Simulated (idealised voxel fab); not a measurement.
process module | voxel gate over fins
Cross-section cut: width 205 nm, square cells of 5 nm.
A cross-section in this document is a grid of square cells, and it is written down as bands, the top band listed before the ones below it; a band is made up of one or more rows of cells. Band entry format. Leading values: height of top, height of bottom, nm. Remainder: materials in left-to-right order, each with its width in nm. Special words: "everywhere" on a single material, which then fills the band edge to edge; "blank", empty space. Height is counted from the level 0, under which the received wafer is composed throughout of one material. The lowest of the bands is not closed at the bottom but continues downward, in the notation "0 -> down". Width "30..40": first value at the band's top row of cells, second value at its bottom row, equal change from row to row. "no change occurred" means the step left every cell of the cross-section as it was. This entry, "Sealed cavities", enumerates those empty regions of no fewer than 8 cells that possess no open connection to the top. Each region is reported in the form width x height at distance, the distance being taken from the left edge, with all three quantities expressed in nm. What comes after the settings on a step's line is commentary from the simulator itself on that step. You can add "overlay nm" to a step's line. For a step with a mask, it describes how far the mask lay to the right of its planned position, and a negative number describes a lay to the left. Each of the pairs that make up the rest of this document says: here is the cross-section before one process step, here is the cross-section after it, drawn only down to the lowest band that changed, and here, under the pair, is the step lying between them with its settings. Different pairs may come from different runs of this module on the same starting wafer, so a pair continues from the pair above it only where its entry headed "Ex-ante state" says so.
-- Ex-ante state
* 20 -> 5  35 of blank / 15 of aC / 25 of blank / 15 of aC / 25 of blank / 15 of aC / 25 of blank / 15 of aC / 35 of blank
* 5 -> 0  35 of blank / 15 of SiN / 25 of blank / 15 of SiN / 25 of blank / 15 of SiN / 25 of blank / 15 of SiN / 35 of blank
* 0 -> down  Si everywhere
* Sealed cavities: none
-- Sectional Result
* 20 -> 5  35 of blank / 15 of aC / 25 of blank / 15 of aC / 25 of blank / 15 of aC / 25 of blank / 15 of aC / 35 of blank
* 5 -> 0  35 of blank / 15 of SiN / 25 of blank / 15 of SiN / 25 of blank / 15 of SiN / 25 of blank / 15 of SiN / 35 of blank
* 0 -> -20  35 of blank / 15 of Si / 25 of blank / 15 of Si / 25 of blank / 15 of Si / 25 of blank / 15 of Si / 35 of blank
* Beneath the level -20, the cross-section is identical to its previous state.
* Sealed cavities: none
The step that takes the structure from the upper cross-section to the lower one is DIRECTIONAL_ETCH: etch materials Si, depth nm 20
Ex-ante state: It is represented by the cross-section appearing after the step of the pair directly above.
-- Sectional Result
* 5 -> 0  35 of blank / 15 of SiN / 25 of blank / 15 of SiN / 25 of blank / 15 of SiN / 25 of blank / 15 of SiN / 35 of blank
* Beneath the level 0, the cross-section is identical to its previous state.
* Sealed cavities: none
The step that takes the structure from the upper cross-section to the lower one is STRIP: etch materials aC
Ex-ante state: It is represented by the cross-section appearing after the step of the pair directly above.
-- Sectional Result
* 15 -> 5  SiO2 everywhere
* 5 -> 0  35 of SiO2 / 15 of SiN / 25 of SiO2 / 15 of SiN / 25 of SiO2 / 15 of SiN / 25 of SiO2 / 15 of SiN / 35 of SiO2
* 0 -> -20  35 of SiO2 / 15 of Si / 25 of SiO2 / 15 of Si / 25 of SiO2 / 15 of Si / 25 of SiO2 / 15 of Si / 35 of SiO2
* Beneath the level -20, the cross-section is identical to its previous state.
* Sealed cavities: none
The step that takes the structure from the upper cross-section to the lower one is FILL_DEP: material SiO2, thk nm 10
Ex-ante state: It is represented by the cross-section appearing after the step of the pair directly above.
-- Sectional Result
* 5 -> 0  35 of SiO2 / 15 of SiN / 25 of SiO2 / 15 of SiN / 25 of SiO2 / 15 of SiN / 25 of SiO2 / 15 of SiN / 35 of SiO2
* Beneath the level 0, the cross-section is identical to its previous state.
* Sealed cavities: none
The step that takes the structure from the upper cross-section to the lower one is CMP: height nm 5
Ex-ante state: It is represented by the cross-section appearing after the step of the pair directly above.
-- Sectional Result
* 5 -> 0  35 of blank / 15 of SiN / 25 of blank / 15 of SiN / 25 of blank / 15 of SiN / 25 of blank / 15 of SiN / 35 of blank
* 0 -> -15  35 of blank / 15 of Si / 25 of blank / 15 of Si / 25 of blank / 15 of Si / 25 of blank / 15 of Si / 35 of blank
* Beneath the level -15, the cross-section is identical to its previous state.
* Sealed cavities: none
The step that takes the structure from the upper cross-section to the lower one is SELECTIVE_ETCH: etch materials SiO2, depth nm 20
Ex-ante state: It is represented by the cross-section appearing after the step of the pair directly above.
-- Sectional Result
* 0 -> -15  35 of blank / 15 of Si / 25 of blank / 15 of Si / 25 of blank / 15 of Si / 25 of blank / 15 of Si / 35 of blank
* Beneath the level -15, the cross-section is identical to its previous state.
* Sealed cavities: none
The step that takes the structure from the upper cross-section to the lower one is STRIP: etch materials SiN
Ex-ante state: It is represented by the cross-section appearing after the step of the pair directly above.
-- Sectional Result
* 5 -> 0  30 of blank / 25 of HfO2 / 15 of blank / 25 of HfO2 / 15 of blank / 25 of HfO2 / 15 of blank / 25 of HfO2 / 30 of blank
* 0 -> -10  30 of blank / 5 of HfO2 / 15 of Si / 5 of HfO2 / 15 of blank / 5 of HfO2 / 15 of Si / 5 of HfO2 / 15 of blank / 5 of HfO2 / 15 of Si / 5 of HfO2 / 15 of blank / 5 of HfO2 / 15 of Si / 5 of HfO2 / 30 of blank
* -10 -> -15  35 of HfO2 / 15 of Si / 25 of HfO2 / 15 of Si / 25 of HfO2 / 15 of Si / 25 of HfO2 / 15 of Si / 35 of HfO2
* Beneath the level -15, the cross-section is identical to its previous state.
* Sealed cavities: none
The step that takes the structure from the upper cross-section to the lower one is CONFORMAL_DEP: material HfO2, thk nm 5
Ex-ante state: It is represented by the cross-section appearing after the step of the pair directly above.
-- Sectional Result
* 10 -> 5  25 of blank / 35 of TiN / 5 of blank / 35 of TiN / 5 of blank / 35 of TiN / 5 of blank / 35 of TiN / 25 of blank
* 5 -> 0  25 of blank / 5 of TiN / 25 of HfO2 / 5 of TiN / 5 of blank / 5 of TiN / 25 of HfO2 / 5 of TiN / 5 of blank / 5 of TiN / 25 of HfO2 / 5 of TiN / 5 of blank / 5 of TiN / 25 of HfO2 / 5 of TiN / 25 of blank
* 0 -> -5  25 of blank / 5 of TiN / 5 of HfO2 / 15 of Si / 5 of HfO2 / 5 of TiN / 5 of blank / 5 of TiN / 5 of HfO2 / 15 of Si / 5 of HfO2 / 5 of TiN / 5 of blank / 5 of TiN / 5 of HfO2 / 15 of Si / 5 of HfO2 / 5 of TiN / 5 of blank / 5 of TiN / 5 of HfO2 / 15 of Si / 5 of HfO2 / 5 of TiN / 25 of blank
* -5 -> -10  30 of TiN / 5 of HfO2 / 15 of Si / 5 of HfO2 / 15 of TiN / 5 of HfO2 / 15 of Si / 5 of HfO2 / 15 of TiN / 5 of HfO2 / 15 of Si / 5 of HfO2 / 15 of TiN / 5 of HfO2 / 15 of Si / 5 of HfO2 / 30 of TiN
* Beneath the level -10, the cross-section is identical to its previous state.
* Sealed cavities: none
The step that takes the structure from the upper cross-section to the lower one is CONFORMAL_DEP: material TiN, thk nm 5
Ex-ante state: It is represented by the cross-section appearing after the step of the pair directly above.
-- Sectional Result
* 15 -> 10  20 of blank / 165 of TiAl / 20 of blank
* 10 -> 5  20 of blank / 5 of TiAl / 35 of TiN / 5 of TiAl / 35 of TiN / 5 of TiAl / 35 of TiN / 5 of TiAl / 35 of TiN / 5 of TiAl / 20 of blank
* 5 -> 0  20 of blank / 5 of TiAl / 5 of TiN / 25 of HfO2 / 5 of TiN / 5 of TiAl / 5 of TiN / 25 of HfO2 / 5 of TiN / 5 of TiAl / 5 of TiN / 25 of HfO2 / 5 of TiN / 5 of TiAl / 5 of TiN / 25 of HfO2 / 5 of TiN / 5 of TiAl / 20 of blank
* 0 -> -5  25 of TiAl / 5 of TiN / 5 of HfO2 / 15 of Si / 5 of HfO2 / 5 of TiN / 5 of TiAl / 5 of TiN / 5 of HfO2 / 15 of Si / 5 of HfO2 / 5 of TiN / 5 of TiAl / 5 of TiN / 5 of HfO2 / 15 of Si / 5 of HfO2 / 5 of TiN / 5 of TiAl / 5 of TiN / 5 of HfO2 / 15 of Si / 5 of HfO2 / 5 of TiN / 25 of TiAl
* Beneath the level -5, the cross-section is identical to its previous state.
* Sealed cavities: none
The step that takes the structure from the upper cross-section to the lower one is CONFORMAL_DEP: material TiAl, thk nm 5
Ex-ante state: It is represented by the cross-section appearing after the step of the pair directly above.
-- Sectional Result
* 20 -> 15  15 of blank / 175 of TiN / 15 of blank
* 15 -> 10  15 of blank / 5 of TiN / 165 of TiAl / 5 of TiN / 15 of blank
* 10 -> 5  15 of blank / 5 of TiN / 5 of TiAl / 35 of TiN / 5 of TiAl / 35 of TiN / 5 of TiAl / 35 of TiN / 5 of TiAl / 35 of TiN / 5 of TiAl / 5 of TiN / 15 of blank
* 5 -> 0  20 of TiN / 5 of TiAl / 5 of TiN / 25 of HfO2 / 5 of TiN / 5 of TiAl / 5 of TiN / 25 of HfO2 / 5 of TiN / 5 of TiAl / 5 of TiN / 25 of HfO2 / 5 of TiN / 5 of TiAl / 5 of TiN / 25 of HfO2 / 5 of TiN / 5 of TiAl / 20 of TiN
* Beneath the level 0, the cross-section is identical to its previous state.
* Sealed cavities: none
The step that takes the structure from the upper cross-section to the lower one is CONFORMAL_DEP: material TiN, thk nm 5
Ex-ante state: It is represented by the cross-section appearing after the step of the pair directly above.
-- Sectional Result
* 30 -> 20  W everywhere
* 20 -> 15  15 of W / 175 of TiN / 15 of W
* 15 -> 10  15 of W / 5 of TiN / 165 of TiAl / 5 of TiN / 15 of W
* 10 -> 5  15 of W / 5 of TiN / 5 of TiAl / 35 of TiN / 5 of TiAl / 35 of TiN / 5 of TiAl / 35 of TiN / 5 of TiAl / 35 of TiN / 5 of TiAl / 5 of TiN / 15 of W
* Beneath the level 5, the cross-section is identical to its previous state.
* Sealed cavities: none
The step that takes the structure from the upper cross-section to the lower one is FILL_DEP: material W, thk nm 10
Ex-ante state: It is represented by the cross-section appearing after the step of the pair directly above.
-- Sectional Result
* 25 -> 20  W everywhere
* Beneath the level 20, the cross-section is identical to its previous state.
* Sealed cavities: none
The step that takes the structure from the upper cross-section to the lower one is CMP: height nm 25
Ex-ante state: It is represented by the cross-section appearing after the step of the pair directly above.
-- Sectional Result
* 30 -> 25  SiCN everywhere
* Beneath the level 25, the cross-section is identical to its previous state.
* Sealed cavities: none
The step that takes the structure from the upper cross-section to the lower one is CONFORMAL_DEP: material SiCN, thk nm 5
-- Ex-ante state
* 20 -> 5  aC everywhere
* 5 -> 0  SiN everywhere
* 0 -> down  Si everywhere
* Sealed cavities: none
-- Sectional Result
* 50 -> 20  30 of blank / 25 of resist / 15 of blank / 25 of resist / 15 of blank / 25 of resist / 15 of blank / 25 of resist / 30 of blank
* Beneath the level 20, the cross-section is identical to its previous state.
* Sealed cavities: none
The step that takes the structure from the upper cross-section to the lower one is PATTERN: tone cover, mask id FINS, material resist, width nm 25, pitch nm 40, thk nm 30, overlay nm 0
Ex-ante state: It is represented by the cross-section appearing after the step of the pair directly above.
-- Sectional Result
* 35 -> 20  30 of blank / 25 of resist / 15 of blank / 25 of resist / 15 of blank / 25 of resist / 15 of blank / 25 of resist / 30 of blank
* 20 -> 5  30 of blank / 25 of aC / 15 of blank / 25 of aC / 15 of blank / 25 of aC / 15 of blank / 25 of aC / 30 of blank
* Beneath the level 5, the cross-section is identical to its previous state.
* Sealed cavities: none
The step that takes the structure from the upper cross-section to the lower one is DIRECTIONAL_ETCH: etch materials aC, depth nm 15
Ex-ante state: It is represented by the cross-section appearing after the step of the pair directly above.
-- Sectional Result
* 20 -> 5  30 of blank / 25 of aC / 15 of blank / 25 of aC / 15 of blank / 25 of aC / 15 of blank / 25 of aC / 30 of blank
* Beneath the level 5, the cross-section is identical to its previous state.
* Sealed cavities: none
The step that takes the structure from the upper cross-section to the lower one is STRIP: etch materials resist
Ex-ante state: It is represented by the cross-section appearing after the step of the pair directly above.
-- Sectional Result
* 20 -> 5  30 of blank / 25 of aC / 15 of blank / 25 of aC / 15 of blank / 25 of aC / 15 of blank / 25 of aC / 30 of blank
* 5 -> 0  30 of blank / 25 of SiN / 15 of blank / 25 of SiN / 15 of blank / 25 of SiN / 15 of blank / 25 of SiN / 30 of blank
* Beneath the level 0, the cross-section is identical to its previous state.
* Sealed cavities: none
The step that takes the structure from the upper cross-section to the lower one is DIRECTIONAL_ETCH: etch materials SiN, depth nm 5
Ex-ante state: It is represented by the cross-section appearing after the step of the pair directly above.
-- Sectional Result
* 20 -> 5  30 of blank / 25 of aC / 15 of blank / 25 of aC / 15 of blank / 25 of aC / 15 of blank / 25 of aC / 30 of blank
* 5 -> 0  30 of blank / 25 of SiN / 15 of blank / 25 of SiN / 15 of blank / 25 of SiN / 15 of blank / 25 of SiN / 30 of blank
* 0 -> -30  30 of blank / 25 of Si / 15 of blank / 25 of Si / 15 of blank / 25 of Si / 15 of blank / 25 of Si / 30 of blank
* Beneath the level -30, the cross-section is identical to its previous state.
* Sealed cavities: none
The step that takes the structure from the upper cross-section to the lower one is DIRECTIONAL_ETCH: etch materials Si, depth nm 30
Ex-ante state: It is represented by the cross-section appearing after the step of the pair directly above.
-- Sectional Result
* 5 -> 0  30 of blank / 25 of SiN / 15 of blank / 25 of SiN / 15 of blank / 25 of SiN / 15 of blank / 25 of SiN / 30 of blank
* Beneath the level 0, the cross-section is identical to its previous state.
* Sealed cavities: none
The step that takes the structure from the upper cross-section to the lower one is STRIP: etch materials aC
Ex-ante state: It is represented by the cross-section appearing after the step of the pair directly above.
-- Sectional Result
* 15 -> 5  SiO2 everywhere
* 5 -> 0  30 of SiO2 / 25 of SiN / 15 of SiO2 / 25 of SiN / 15 of SiO2 / 25 of SiN / 15 of SiO2 / 25 of SiN / 30 of SiO2
* 0 -> -30  30 of SiO2 / 25 of Si / 15 of SiO2 / 25 of Si / 15 of SiO2 / 25 of Si / 15 of SiO2 / 25 of Si / 30 of SiO2
* Beneath the level -30, the cross-section is identical to its previous state.
* Sealed cavities: none
The step that takes the structure from the upper cross-section to the lower one is FILL_DEP: material SiO2, thk nm 10
Ex-ante state: It is represented by the cross-section appearing after the step of the pair directly above.
-- Sectional Result
* 5 -> 0  30 of SiO2 / 25 of SiN / 15 of SiO2 / 25 of SiN / 15 of SiO2 / 25 of SiN / 15 of SiO2 / 25 of SiN / 30 of SiO2
* Beneath the level 0, the cross-section is identical to its previous state.
* Sealed cavities: none
The step that takes the structure from the upper cross-section to the lower one is CMP: height nm 5
Ex-ante state: It is represented by the cross-section appearing after the step of the pair directly above.
-- Sectional Result
* 5 -> 0  30 of blank / 25 of SiN / 15 of blank / 25 of SiN / 15 of blank / 25 of SiN / 15 of blank / 25 of SiN / 30 of blank
* 0 -> -15  30 of blank / 25 of Si / 15 of blank / 25 of Si / 15 of blank / 25 of Si / 15 of blank / 25 of Si / 30 of blank
* Beneath the level -15, the cross-section is identical to its previous state.
* Sealed cavities: none
The step that takes the structure from the upper cross-section to the lower one is SELECTIVE_ETCH: etch materials SiO2, depth nm 20
Ex-ante state: It is represented by the cross-section appearing after the step of the pair directly above.
-- Sectional Result
* 0 -> -15  30 of blank / 25 of Si / 15 of blank / 25 of Si / 15 of blank / 25 of Si / 15 of blank / 25 of Si / 30 of blank
* Beneath the level -15, the cross-section is identical to its previous state.
* Sealed cavities: none
The step that takes the structure from the upper cross-section to the lower one is STRIP: etch materials SiN
Ex-ante state: It is represented by the cross-section appearing after the step of the pair directly above.
-- Sectional Result
* 5 -> 0  25 of blank / 35 of HfO2 / 5 of blank / 35 of HfO2 / 5 of blank / 35 of HfO2 / 5 of blank / 35 of HfO2 / 25 of blank
* 0 -> -10  25 of blank / 5 of HfO2 / 25 of Si / 5 of HfO2 / 5 of blank / 5 of HfO2 / 25 of Si / 5 of HfO2 / 5 of blank / 5 of HfO2 / 25 of Si / 5 of HfO2 / 5 of blank / 5 of HfO2 / 25 of Si / 5 of HfO2 / 25 of blank
* -10 -> -15  30 of HfO2 / 25 of Si / 15 of HfO2 / 25 of Si / 15 of HfO2 / 25 of Si / 15 of HfO2 / 25 of Si / 30 of HfO2
* Beneath the level -15, the cross-section is identical to its previous state.
* Sealed cavities: none
The step that takes the structure from the upper cross-section to the lower one is CONFORMAL_DEP: material HfO2, thk nm 5
Ex-ante state: It is represented by the cross-section appearing after the step of the pair directly above.
-- Sectional Result
* 10 -> 5  20 of blank / 165 of TiN / 20 of blank
* 5 -> 0  20 of blank / 5 of TiN / 35 of HfO2 / 5 of TiN / 35 of HfO2 / 5 of TiN / 35 of HfO2 / 5 of TiN / 35 of HfO2 / 5 of TiN / 20 of blank
* 0 -> -5  20 of blank / 5 of TiN / 5 of HfO2 / 25 of Si / 5 of HfO2 / 5 of TiN / 5 of HfO2 / 25 of Si / 5 of HfO2 / 5 of TiN / 5 of HfO2 / 25 of Si / 5 of HfO2 / 5 of TiN / 5 of HfO2 / 25 of Si / 5 of HfO2 / 5 of TiN / 20 of blank
* -5 -> -10  25 of TiN / 5 of HfO2 / 25 of Si / 5 of HfO2 / 5 of TiN / 5 of HfO2 / 25 of Si / 5 of HfO2 / 5 of TiN / 5 of HfO2 / 25 of Si / 5 of HfO2 / 5 of TiN / 5 of HfO2 / 25 of Si / 5 of HfO2 / 25 of TiN
* Beneath the level -10, the cross-section is identical to its previous state.
* Sealed cavities: none
The step that takes the structure from the upper cross-section to the lower one is CONFORMAL_DEP: material TiN, thk nm 5
Ex-ante state: It is represented by the cross-section appearing after the step of the pair directly above.
-- Sectional Result
* 15 -> 10  15 of blank / 175 of TiAl / 15 of blank
* 10 -> 5  15 of blank / 5 of TiAl / 165 of TiN / 5 of TiAl / 15 of blank
* 5 -> 0  15 of blank / 5 of TiAl / 5 of TiN / 35 of HfO2 / 5 of TiN / 35 of HfO2 / 5 of TiN / 35 of HfO2 / 5 of TiN / 35 of HfO2 / 5 of TiN / 5 of TiAl / 15 of blank
* 0 -> -5  20 of TiAl / 5 of TiN / 5 of HfO2 / 25 of Si / 5 of HfO2 / 5 of TiN / 5 of HfO2 / 25 of Si / 5 of HfO2 / 5 of TiN / 5 of HfO2 / 25 of Si / 5 of HfO2 / 5 of TiN / 5 of HfO2 / 25 of Si / 5 of HfO2 / 5 of TiN / 20 of TiAl
* Beneath the level -5, the cross-section is identical to its previous state.
* Sealed cavities: none
The step that takes the structure from the upper cross-section to the lower one is CONFORMAL_DEP: material TiAl, thk nm 5
Ex-ante state: It is represented by the cross-section appearing after the step of the pair directly above.
-- Sectional Result
* 20 -> 15  10 of blank / 185 of TiN / 10 of blank
* 15 -> 10  10 of blank / 5 of TiN / 175 of TiAl / 5 of TiN / 10 of blank
* 10 -> 5  10 of blank / 5 of TiN / 5 of TiAl / 165 of TiN / 5 of TiAl / 5 of TiN / 10 of blank
* 5 -> 0  15 of TiN / 5 of TiAl / 5 of TiN / 35 of HfO2 / 5 of TiN / 35 of HfO2 / 5 of TiN / 35 of HfO2 / 5 of TiN / 35 of HfO2 / 5 of TiN / 5 of TiAl / 15 of TiN
* Beneath the level 0, the cross-section is identical to its previous state.
* Sealed cavities: none
The step that takes the structure from the upper cross-section to the lower one is CONFORMAL_DEP: material TiN, thk nm 5
Ex-ante state: It is represented by the cross-section appearing after the step of the pair directly above.
-- Sectional Result
* 30 -> 20  W everywhere
* 20 -> 15  10 of W / 185 of TiN / 10 of W
* 15 -> 10  10 of W / 5 of TiN / 175 of TiAl / 5 of TiN / 10 of W
* 10 -> 5  10 of W / 5 of TiN / 5 of TiAl / 165 of TiN / 5 of TiAl / 5 of TiN / 10 of W
* Beneath the level 5, the cross-section is identical to its previous state.
* Sealed cavities: none
The step that takes the structure from the upper cross-section to the lower one is FILL_DEP: material W, thk nm 10
Ex-ante state: It is represented by the cross-section appearing after the step of the pair directly above.
-- Sectional Result
* 25 -> 20  W everywhere
* Beneath the level 20, the cross-section is identical to its previous state.
* Sealed cavities: none
The step that takes the structure from the upper cross-section to the lower one is CMP: height nm 25
Ex-ante state: It is represented by the cross-section appearing after the step of the pair directly above.
-- Sectional Result
* 30 -> 25  SiCN everywhere
* Beneath the level 25, the cross-section is identical to its previous state.
* Sealed cavities: none
The step that takes the structure from the upper cross-section to the lower one is CONFORMAL_DEP: material SiCN, thk nm 5
-- Ex-ante state
* 20 -> 5  aC everywhere
* 5 -> 0  SiN everywhere
* 0 -> down  Si everywhere
* Sealed cavities: none
-- Sectional Result
* 50 -> 20  30 of blank / 15 of resist / 25 of blank / 15 of resist / 25 of blank / 15 of resist / 25 of blank / 15 of resist / 40 of blank
* Beneath the level 20, the cross-section is identical to its previous state.
* Sealed cavities: none
The step that takes the structure from the upper cross-section to the lower one is PATTERN: tone cover, mask id FINS, material resist, width nm 15, pitch nm 40, thk nm 30, overlay nm -5
Ex-ante state: It is represented by the cross-section appearing after the step of the pair directly above.
-- Sectional Result
* 35 -> 20  30 of blank / 15 of resist / 25 of blank / 15 of resist / 25 of blank / 15 of resist / 25 of blank / 15 of resist / 40 of blank
* 20 -> 5  30 of blank / 15 of aC / 25 of blank / 15 of aC / 25 of blank / 15 of aC / 25 of blank / 15 of aC / 40 of blank
* Beneath the level 5, the cross-section is identical to its previous state.
* Sealed cavities: none
The step that takes the structure from the upper cross-section to the lower one is DIRECTIONAL_ETCH: etch materials aC, depth nm 15
Ex-ante state: It is represented by the cross-section appearing after the step of the pair directly above.
-- Sectional Result
* 20 -> 5  30 of blank / 15 of aC / 25 of blank / 15 of aC / 25 of blank / 15 of aC / 25 of blank / 15 of aC / 40 of blank
* Beneath the level 5, the cross-section is identical to its previous state.
* Sealed cavities: none
The step that takes the structure from the upper cross-section to the lower one is STRIP: etch materials resist
Ex-ante state: It is represented by the cross-section appearing after the step of the pair directly above.
-- Sectional Result
* 20 -> 5  30 of blank / 15 of aC / 25 of blank / 15 of aC / 25 of blank / 15 of aC / 25 of blank / 15 of aC / 40 of blank
* 5 -> 0  30 of blank / 15 of SiN / 25 of blank / 15 of SiN / 25 of blank / 15 of SiN / 25 of blank / 15 of SiN / 40 of blank
* Beneath the level 0, the cross-section is identical to its previous state.
* Sealed cavities: none
The step that takes the structure from the upper cross-section to the lower one is DIRECTIONAL_ETCH: etch materials SiN, depth nm 5
Ex-ante state: It is represented by the cross-section appearing after the step of the pair directly above.
-- Sectional Result
* 20 -> 5  30 of blank / 15 of aC / 25 of blank / 15 of aC / 25 of blank / 15 of aC / 25 of blank / 15 of aC / 40 of blank
* 5 -> 0  30 of blank / 15 of SiN / 25 of blank / 15 of SiN / 25 of blank / 15 of SiN / 25 of blank / 15 of SiN / 40 of blank
* 0 -> -30  30 of blank / 15 of Si / 25 of blank / 15 of Si / 25 of blank / 15 of Si / 25 of blank / 15 of Si / 40 of blank
* Beneath the level -30, the cross-section is identical to its previous state.
* Sealed cavities: none
The step that takes the structure from the upper cross-section to the lower one is DIRECTIONAL_ETCH: etch materials Si, depth nm 30
Ex-ante state: It is represented by the cross-section appearing after the step of the pair directly above.
-- Sectional Result
* 5 -> 0  30 of blank / 15 of SiN / 25 of blank / 15 of SiN / 25 of blank / 15 of SiN / 25 of blank / 15 of SiN / 40 of blank
* Beneath the level 0, the cross-section is identical to its previous state.
* Sealed cavities: none
The step that takes the structure from the upper cross-section to the lower one is STRIP: etch materials aC
Ex-ante state: It is represented by the cross-section appearing after the step of the pair directly above.
-- Sectional Result
* 15 -> 5  SiO2 everywhere
* 5 -> 0  30 of SiO2 / 15 of SiN / 25 of SiO2 / 15 of SiN / 25 of SiO2 / 15 of SiN / 25 of SiO2 / 15 of SiN / 40 of SiO2
* 0 -> -30  30 of SiO2 / 15 of Si / 25 of SiO2 / 15 of Si / 25 of SiO2 / 15 of Si / 25 of SiO2 / 15 of Si / 40 of SiO2
* Beneath the level -30, the cross-section is identical to its previous state.
* Sealed cavities: none
The step that takes the structure from the upper cross-section to the lower one is FILL_DEP: material SiO2, thk nm 10
Ex-ante state: It is represented by the cross-section appearing after the step of the pair directly above.
-- Sectional Result
* 5 -> 0  30 of SiO2 / 15 of SiN / 25 of SiO2 / 15 of SiN / 25 of SiO2 / 15 of SiN / 25 of SiO2 / 15 of SiN / 40 of SiO2
* Beneath the level 0, the cross-section is identical to its previous state.
* Sealed cavities: none
The step that takes the structure from the upper cross-section to the lower one is CMP: height nm 5
Ex-ante state: It is represented by the cross-section appearing after the step of the pair directly above.
-- Sectional Result
* 5 -> 0  30 of blank / 15 of SiN / 25 of blank / 15 of SiN / 25 of blank / 15 of SiN / 25 of blank / 15 of SiN / 40 of blank
* 0 -> -15  30 of blank / 15 of Si / 25 of blank / 15 of Si / 25 of blank / 15 of Si / 25 of blank / 15 of Si / 40 of blank
* Beneath the level -15, the cross-section is identical to its previous state.
* Sealed cavities: none
The step that takes the structure from the upper cross-section to the lower one is SELECTIVE_ETCH: etch materials SiO2, depth nm 20
Ex-ante state: It is represented by the cross-section appearing after the step of the pair directly above.
-- Sectional Result
* 0 -> -15  30 of blank / 15 of Si / 25 of blank / 15 of Si / 25 of blank / 15 of Si / 25 of blank / 15 of Si / 40 of blank
* Beneath the level -15, the cross-section is identical to its previous state.
* Sealed cavities: none
The step that takes the structure from the upper cross-section to the lower one is STRIP: etch materials SiN
Ex-ante state: It is represented by the cross-section appearing after the step of the pair directly above.
-- Sectional Result
* 5 -> 0  25 of blank / 25 of HfO2 / 15 of blank / 25 of HfO2 / 15 of blank / 25 of HfO2 / 15 of blank / 25 of HfO2 / 35 of blank
* 0 -> -10  25 of blank / 5 of HfO2 / 15 of Si / 5 of HfO2 / 15 of blank / 5 of HfO2 / 15 of Si / 5 of HfO2 / 15 of blank / 5 of HfO2 / 15 of Si / 5 of HfO2 / 15 of blank / 5 of HfO2 / 15 of Si / 5 of HfO2 / 35 of blank
* -10 -> -15  30 of HfO2 / 15 of Si / 25 of HfO2 / 15 of Si / 25 of HfO2 / 15 of Si / 25 of HfO2 / 15 of Si / 40 of HfO2
* Beneath the level -15, the cross-section is identical to its previous state.
* Sealed cavities: none
The step that takes the structure from the upper cross-section to the lower one is CONFORMAL_DEP: material HfO2, thk nm 5
Ex-ante state: It is represented by the cross-section appearing after the step of the pair directly above.
-- Sectional Result
* 10 -> 5  20 of blank / 35 of TiN / 5 of blank / 35 of TiN / 5 of blank / 35 of TiN / 5 of blank / 35 of TiN / 30 of blank
* 5 -> 0  20 of blank / 5 of TiN / 25 of HfO2 / 5 of TiN / 5 of blank / 5 of TiN / 25 of HfO2 / 5 of TiN / 5 of blank / 5 of TiN / 25 of HfO2 / 5 of TiN / 5 of blank / 5 of TiN / 25 of HfO2 / 5 of TiN / 30 of blank
* 0 -> -5  20 of blank / 5 of TiN / 5 of HfO2 / 15 of Si / 5 of HfO2 / 5 of TiN / 5 of blank / 5 of TiN / 5 of HfO2 / 15 of Si / 5 of HfO2 / 5 of TiN / 5 of blank / 5 of TiN / 5 of HfO2 / 15 of Si / 5 of HfO2 / 5 of TiN / 5 of blank / 5 of TiN / 5 of HfO2 / 15 of Si / 5 of HfO2 / 5 of TiN / 30 of blank
* -5 -> -10  25 of TiN / 5 of HfO2 / 15 of Si / 5 of HfO2 / 15 of TiN / 5 of HfO2 / 15 of Si / 5 of HfO2 / 15 of TiN / 5 of HfO2 / 15 of Si / 5 of HfO2 / 15 of TiN / 5 of HfO2 / 15 of Si / 5 of HfO2 / 35 of TiN
* Beneath the level -10, the cross-section is identical to its previous state.
* Sealed cavities: none
The step that takes the structure from the upper cross-section to the lower one is CONFORMAL_DEP: material TiN, thk nm 5
Ex-ante state: It is represented by the cross-section appearing after the step of the pair directly above.
-- Sectional Result
* 15 -> 10  15 of blank / 165 of TiAl / 25 of blank
* 10 -> 5  15 of blank / 5 of TiAl / 35 of TiN / 5 of TiAl / 35 of TiN / 5 of TiAl / 35 of TiN / 5 of TiAl / 35 of TiN / 5 of TiAl / 25 of blank
* 5 -> 0  15 of blank / 5 of TiAl / 5 of TiN / 25 of HfO2 / 5 of TiN / 5 of TiAl / 5 of TiN / 25 of HfO2 / 5 of TiN / 5 of TiAl / 5 of TiN / 25 of HfO2 / 5 of TiN / 5 of TiAl / 5 of TiN / 25 of HfO2 / 5 of TiN / 5 of TiAl / 25 of blank
* 0 -> -5  20 of TiAl / 5 of TiN / 5 of HfO2 / 15 of Si / 5 of HfO2 / 5 of TiN / 5 of TiAl / 5 of TiN / 5 of HfO2 / 15 of Si / 5 of HfO2 / 5 of TiN / 5 of TiAl / 5 of TiN / 5 of HfO2 / 15 of Si / 5 of HfO2 / 5 of TiN / 5 of TiAl / 5 of TiN / 5 of HfO2 / 15 of Si / 5 of HfO2 / 5 of TiN / 30 of TiAl
* Beneath the level -5, the cross-section is identical to its previous state.
* Sealed cavities: none
The step that takes the structure from the upper cross-section to the lower one is CONFORMAL_DEP: material TiAl, thk nm 5
Ex-ante state: It is represented by the cross-section appearing after the step of the pair directly above.
-- Sectional Result
* 20 -> 15  10 of blank / 175 of TiN / 20 of blank
* 15 -> 10  10 of blank / 5 of TiN / 165 of TiAl / 5 of TiN / 20 of blank
* 10 -> 5  10 of blank / 5 of TiN / 5 of TiAl / 35 of TiN / 5 of TiAl / 35 of TiN / 5 of TiAl / 35 of TiN / 5 of TiAl / 35 of TiN / 5 of TiAl / 5 of TiN / 20 of blank
* 5 -> 0  15 of TiN / 5 of TiAl / 5 of TiN / 25 of HfO2 / 5 of TiN / 5 of TiAl / 5 of TiN / 25 of HfO2 / 5 of TiN / 5 of TiAl / 5 of TiN / 25 of HfO2 / 5 of TiN / 5 of TiAl / 5 of TiN / 25 of HfO2 / 5 of TiN / 5 of TiAl / 25 of TiN
* Beneath the level 0, the cross-section is identical to its previous state.
* Sealed cavities: none
The step that takes the structure from the upper cross-section to the lower one is CONFORMAL_DEP: material TiN, thk nm 5
Ex-ante state: It is represented by the cross-section appearing after the step of the pair directly above.
-- Sectional Result
* 30 -> 20  W everywhere
* 20 -> 15  10 of W / 175 of TiN / 20 of W
* 15 -> 10  10 of W / 5 of TiN / 165 of TiAl / 5 of TiN / 20 of W
* 10 -> 5  10 of W / 5 of TiN / 5 of TiAl / 35 of TiN / 5 of TiAl / 35 of TiN / 5 of TiAl / 35 of TiN / 5 of TiAl / 35 of TiN / 5 of TiAl / 5 of TiN / 20 of W
* Beneath the level 5, the cross-section is identical to its previous state.
* Sealed cavities: none
The step that takes the structure from the upper cross-section to the lower one is FILL_DEP: material W, thk nm 10
